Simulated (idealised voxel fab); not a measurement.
process module | voxel fin reveal
cross-section cut | 250 nm wide | cells 5 nm
A cross-section is a grid of square cells, given in bands from the top down. A band is one or more rows of cells.
Each band's line starts with the height of the band's top and of its bottom, in nm. Then come its materials from left to right, each with its width in nm. One material with "throughout" fills the band from edge to edge. "air" is empty space.
Height 0 is the level under which the wafer as received is all one material. The lowest band goes on downwards, as in "0 down".
A width such as "30 to 40" changes by the same amount from each row of cells to the next, from the band's top row to its bottom row.
"no change" after a step means that no cell of the cross-section changed.
closed voids: empty space of 8 cells or more with no open way to the top, each as width x height at its distance from the left edge, in nm
after a step's settings: what the simulator itself notes on the step
overlay nm, on a step with a mask: how far to the right of its planned place the mask lay; to the left if negative
plan
1 op RECEIVE | material Si
2 op CONFORMAL_DEP | material SiN | thk nm 5
3 op DIRECTIONAL_DEP | material aC | thk nm 15
4 op PATTERN | tone cover | mask id FINS | material resist | width nm 15 | pitch nm 35 | thk nm 30 | overlay nm 0
5 op DIRECTIONAL_ETCH | etch materials aC | depth nm 15
6 op STRIP | etch materials resist
7 op DIRECTIONAL_ETCH | etch materials SiN | depth nm 5
8 op DIRECTIONAL_ETCH | etch materials Si | depth nm 35
9 op STRIP | etch materials aC
10 op OXIDIZE | depth nm 5
11 op FILL_DEP | material SiO2 | thk nm 5
12 op CMP | height nm 5
13 op SELECTIVE_ETCH | etch materials SiO2 | depth nm 20
14 op STRIP | etch materials SiN
15 op CONFORMAL_DEP | material SiO2 | thk nm 5
as received, after step 1
  0 down: Si throughout
  closed voids: none
first wafer at the end, as planned
  5 to 0: air 100 | SiO2 15 | air 20 | SiO2 15 | air 100
  0 to -10: air 100 | SiO2 5 | Si 5 | SiO2 5 | air 20 | SiO2 5 | Si 5 | SiO2 5 | air 100
  -10 to -40: SiO2 105 | Si 5 | SiO2 30 | Si 5 | SiO2 105
  -40 down: Si throughout
  closed voids: none
second wafer at the end: like start, like plan, one mistake
  5 to 0: air 100 | SiO2 15 | air 20 | SiO2 15 | air 100
  0 to -10: air 100 | SiO2 5 | Si 5 | SiO2 5 | air 20 | SiO2 5 | Si 5 | SiO2 5 | air 100
  -10 to -15: SiO2 85 | air 15 | SiO2 5 | Si 5 | SiO2 5 | air 20 | SiO2 5 | Si 5 | SiO2 5 | air 15 | SiO2 85
  -15 to -40: SiO2 105 | Si 5 | SiO2 30 | Si 5 | SiO2 105
  -40 down: Si throughout
  closed voids: none
what went wrong: steps 13 and 14 were swapped
at the end the second wafer has, in cells: 10 fewer of SiO2
